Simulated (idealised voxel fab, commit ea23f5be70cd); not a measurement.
process module | voxel transistor to metal
cross-section cut | 170 nm wide | cells 5 nm
A cross-section is a grid of square cells, given in bands from the top down. A band is one or more rows of cells.
Each band's line starts with the height of the band's top and of its bottom, in nm. Then come its materials from left to right, each with its width in nm. One material with "throughout" fills the band from edge to edge. "air" is empty space.
Height 0 is the level under which the wafer as received is all one material. The lowest band goes on downwards, as in "0 down".
A width such as "30 to 40" changes by the same amount from each row of cells to the next, from the band's top row to its bottom row.
"no change" after a step means that no cell of the cross-section changed.
closed voids: empty space of 8 cells or more with no open way to the top, each as width x height at its distance from the left edge, in nm
after a step's settings: what the simulator itself notes on the step
overlay nm, on a step with a mask: how far to the right of its planned place the mask lay; to the left if negative
plan
1 op RECEIVE | material Si
2 op OXIDIZE | depth nm 5
3 op CONFORMAL_DEP | material SiN | thk nm 15
4 op PATTERN | tone cover | mask id ACTIVE | material resist | width nm 95 | thk nm 15 | overlay nm 0
5 op DIRECTIONAL_ETCH | etch materials SiN | depth nm 15
6 op DIRECTIONAL_ETCH | etch materials SiO2 | depth nm 5
7 op DIRECTIONAL_ETCH | etch materials Si | depth nm 25
8 op STRIP | etch materials resist
9 op OXIDIZE | depth nm 5
10 op FILL_DEP | material SiO2 | thk nm 10
11 op CMP | height nm 15
12 op SELECTIVE_ETCH | etch materials SiO2 | depth nm 15
13 op STRIP | etch materials SiN
14 op SELECTIVE_ETCH | etch materials SiO2 | depth nm 5
15 op OXIDIZE | depth nm 5
16 op DIRECTIONAL_DEP | material polySi | thk nm 30
17 op DIRECTIONAL_DEP | material SiCN | thk nm 10
18 op MASKED_ETCH | tone cover | mask id GATE | width nm 25 | etch materials SiCN | depth nm 20 | overlay nm 0
19 op MASKED_ETCH | tone cover | mask id GATE | width nm 25 | etch materials polySi | depth nm 40 | overlay nm 0
20 op CONFORMAL_DEP | material SiN | thk nm 10
21 op DIRECTIONAL_ETCH | etch materials SiN | depth nm 10
22 op DIRECTIONAL_ETCH | etch materials SiO2 | depth nm 5
23 op EPI | material nSi | thk nm 5
24 op FILL_DEP | material SiO2 | thk nm 5
25 op CMP | height nm 35
26 op DIRECTIONAL_DEP | material SiO2 | thk nm 15
27 op PATTERN | tone open | mask id CONTACT | material resist | width nm 25 | pitch nm 60 | thk nm 15 | overlay nm 0
28 op DIRECTIONAL_ETCH | etch materials SiO2 | depth nm 55
29 op STRIP | etch materials resist
30 op CONFORMAL_DEP | material TiN | thk nm 5
31 op FILL_DEP | material Ru | thk nm 5
32 op CMP | height nm 50
33 op CONFORMAL_DEP | material SiN | thk nm 5
34 op DIRECTIONAL_DEP | material SiO2 | thk nm 20
35 op PATTERN | tone open | mask id METAL_1 | material resist | width nm 15 | pitch nm 70 | thk nm 15 | overlay nm 0
36 op DIRECTIONAL_ETCH | etch materials SiO2 | depth nm 20
37 op DIRECTIONAL_ETCH | etch materials SiN | depth nm 5
38 op STRIP | etch materials resist
39 op CONFORMAL_DEP | material TiN | thk nm 5
40 op FILL_DEP | material Ru | thk nm 10
41 op CMP | height nm 75
42 op CONFORMAL_DEP | material SiN | thk nm 5
as received, after step 1
  0 down: Si throughout
  closed voids: none
first wafer at the end, as planned
  80 to 75: SiN throughout
  75 to 55: SiO2 40 | TiN 5 | Ru 5 | TiN 5 | SiO2 55 | TiN 5 | Ru 5 | TiN 5 | SiO2 45
  55 to 50: SiN 40 | TiN 15 | SiN 55 | TiN 15 | SiN 45
  50 to 40: SiO2 40 | TiN 5 | Ru 15 | TiN 5 | SiO2 35 | TiN 5 | Ru 15 | TiN 5 | SiO2 45
  40 to 35: SiO2 40 | TiN 5 | Ru 10 | TiN 10 | SiO2 35 | TiN 10 | Ru 10 | TiN 5 | SiO2 45
  35 to 25: SiO2 40 | TiN 5 | Ru 10 | TiN 5 | SiN 10 | SiCN 25 | SiN 10 | TiN 5 | Ru 10 | TiN 5 | SiO2 45
  25 to 0: SiO2 40 | TiN 5 | Ru 10 | TiN 5 | SiN 10 | polySi 25 | SiN 10 | TiN 5 | Ru 10 | TiN 5 | SiO2 45
  0 to -5: SiO2 40 | TiN 20 | SiN 10 | polySi 25 | SiN 10 | TiN 20 | SiO2 45
  -5 to -10: SiO2 35 | nSi 25 | SiO2 45 | nSi 25 | SiO2 40
  -10 to -35: SiO2 40 | Si 85 | SiO2 45
  -35 down: Si throughout
  closed voids: none
second wafer at the end: like start, like plan, one mistake
  80 to 75: SiN throughout
  75 to 55: Ru 35 | TiN 5 | SiO2 15 | TiN 5 | Ru 45 | TiN 5 | SiO2 15 | TiN 5 | Ru 40
  55 to 50: TiN 40 | SiN 15 | TiN 55 | SiN 15 | TiN 45
  50 to 40: SiO2 40 | TiN 5 | Ru 15 | TiN 5 | SiO2 35 | TiN 5 | Ru 15 | TiN 5 | SiO2 45
  40 to 35: SiO2 40 | TiN 5 | Ru 10 | TiN 10 | SiO2 35 | TiN 10 | Ru 10 | TiN 5 | SiO2 45
  35 to 25: SiO2 40 | TiN 5 | Ru 10 | TiN 5 | SiN 10 | SiCN 25 | SiN 10 | TiN 5 | Ru 10 | TiN 5 | SiO2 45
  25 to 0: SiO2 40 | TiN 5 | Ru 10 | TiN 5 | SiN 10 | polySi 25 | SiN 10 | TiN 5 | Ru 10 | TiN 5 | SiO2 45
  0 to -5: SiO2 40 | TiN 20 | SiN 10 | polySi 25 | SiN 10 | TiN 20 | SiO2 45
  -5 to -10: SiO2 35 | nSi 25 | SiO2 45 | nSi 25 | SiO2 40
  -10 to -35: SiO2 40 | Si 85 | SiO2 45
  -35 down: Si throughout
  closed voids: none
what went wrong: step 35 ran as: op PATTERN | tone cover | mask id METAL_1 | material resist | width nm 15 | pitch nm 70 | thk nm 15 | overlay nm 0
at the end the second wafer has, in cells: 88 more of Ru | 22 fewer of SiN | 88 fewer of SiO2 | 22 more of TiN
